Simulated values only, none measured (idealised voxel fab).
process module | voxel self aligned contacts
cross-section cut | 145 nm wide | cells 5 nm
A cross-section is a grid of square cells, given in bands from the top down. A band is one or more rows of cells.
Each band's line starts with the height of the band's top and of its bottom, in nm. Then come its materials from left to right, each with its width in nm. One material with "throughout" fills the band from edge to edge. "air" is empty space.
Height 0 is the level under which the wafer as received is all one material. The lowest band goes on downwards, as in "0 down".
A width such as "30 to 40" changes by the same amount from each row of cells to the next, from the band's top row to its bottom row.
"no change" after a step means that no cell of the cross-section changed.
closed voids: empty space of 8 cells or more with no open way to the top, each as width x height at its distance from the left edge, in nm
after a step's settings: what the simulator itself notes on the step
overlay nm, on a step with a mask: how far to the right of its planned place the mask lay; to the left if negative
plan
1 op RECEIVE | material Si
2 op CONFORMAL_DEP | material SiO2 | thk nm 5
3 op DIRECTIONAL_DEP | material polySi | thk nm 20
4 op DIRECTIONAL_DEP | material SiN | thk nm 20
5 op PATTERN | tone cover | mask id GATE | material resist | width nm 35 | pitch nm 70 | thk nm 15 | overlay nm 0
6 op DIRECTIONAL_ETCH | etch materials SiN | depth nm 20
7 op DIRECTIONAL_ETCH | etch materials polySi | depth nm 20
8 op STRIP | etch materials resist
9 op CONFORMAL_DEP | material SiN | thk nm 10
10 op DIRECTIONAL_ETCH | etch materials SiN | depth nm 10
11 op FILL_DEP | material SiO2 | thk nm 15
12 op CMP | height nm 55
13 op DIRECTIONAL_DEP | material aC | thk nm 15
14 op PATTERN | tone open | mask id CONTACT | material resist | width nm 55 | thk nm 30 | overlay nm 0
15 op DIRECTIONAL_ETCH | etch materials aC | depth nm 15
16 op STRIP | etch materials resist
17 op DIRECTIONAL_ETCH | etch materials SiO2 | depth nm 55
18 op STRIP | etch materials aC
19 op CONFORMAL_DEP | material TiN | thk nm 5
20 op FILL_DEP | material W | thk nm 10
21 op CMP | height nm 55
22 op CONFORMAL_DEP | material SiN | thk nm 5
as received, after step 1
  0 down: Si throughout
  closed voids: none
a wafer at the end: this start, this plan, one mistake
  60 to 55: SiN throughout
  55 to 45: W 40 to 5 | TiN 5 to 40 | SiO2 55 | TiN 5 to 40 | W 40 to 5
  45 to 25: W 5 | TiN 5 | SiN 55 | SiO2 15 | SiN 55 | TiN 5 | W 5
  25 to 5: W 5 | TiN 5 | SiN 10 | polySi 35 | SiN 10 | SiO2 15 | SiN 10 | polySi 35 | SiN 10 | TiN 5 | W 5
  5 to 0: TiN 10 | SiO2 125 | TiN 10
  0 down: Si throughout
  closed voids: none
what went wrong: step 14 ran as: op PATTERN | tone cover | mask id CONTACT | material resist | width nm 55 | thk nm 30 | overlay nm 0
